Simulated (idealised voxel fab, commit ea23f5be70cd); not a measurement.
process module | voxel ribs on slabs
cross-section cut | 220 nm wide | cells 5 nm
A cross-section is a grid of square cells, given in bands from the top down. A band is one or more rows of cells.
Each band's line starts with the height of the band's top and of its bottom, in nm. Then come its materials from left to right, each with its width in nm. One material with "throughout" fills the band from edge to edge. "air" is empty space.
Height 0 is the level under which the wafer as received is all one material. The lowest band goes on downwards, as in "0 down".
A width such as "30 to 40" changes by the same amount from each row of cells to the next, from the band's top row to its bottom row.
"no change" after a step means that no cell of the cross-section changed.
closed voids: empty space of 8 cells or more with no open way to the top, each as width x height at its distance from the left edge, in nm
after a step's settings: what the simulator itself notes on the step
overlay nm, on a step with a mask: how far to the right of its planned place the mask lay; to the left if negative
plan
1 op RECEIVE | material Si
2 op DIRECTIONAL_DEP | material SiO2 | thk nm 20
3 op DIRECTIONAL_DEP | material polySi | thk nm 25
4 op MASKED_ETCH | tone cover | mask id RIB | width nm 20 | etch materials polySi | depth nm 15 | overlay nm 0
5 op PATTERN | tone cover | mask id SLAB | material resist | width nm 50 | thk nm 20 | overlay nm 0
6 op DIRECTIONAL_ETCH | etch materials polySi | depth nm 10
7 op STRIP | etch materials resist
8 op FILL_DEP | material SiO2 | thk nm 20
9 op CMP | height nm 60
10 op DIRECTIONAL_DEP | material W | thk nm 5
11 op PATTERN | tone cover | mask id HEATER | material resist | width nm 30 | thk nm 20 | overlay nm 0
12 op DIRECTIONAL_ETCH | etch materials W | depth nm 5
13 op STRIP | etch materials resist
14 op CONFORMAL_DEP | material SiN | thk nm 5
as received, after step 1
  0 down: Si throughout
  closed voids: none
first wafer at the end, as planned
  70 to 65: air 90 | SiN 40 | air 90
  65 to 60: SiN 95 | W 30 | SiN 95
  60 to 45: SiO2 throughout
  45 to 30: SiO2 100 | polySi 20 | SiO2 100
  30 to 20: SiO2 85 | polySi 50 | SiO2 85
  20 to 0: SiO2 throughout
  0 down: Si throughout
  closed voids: none
second wafer at the end: like start, like plan, one mistake
  70 to 65: air 90 | SiN 40 | air 90
  65 to 60: SiN 95 | W 30 | SiN 95
  60 to 55: SiO2 100 | polySi 20 | SiO2 100
  55 to 45: SiO2 85 | polySi 50 | SiO2 85
  45 to 20: polySi throughout
  20 to 0: SiO2 throughout
  0 down: Si throughout
  closed voids: none
what went wrong: step 3 was run twice
at the end the second wafer has, in cells: 212 fewer of SiO2 | 212 more of polySi
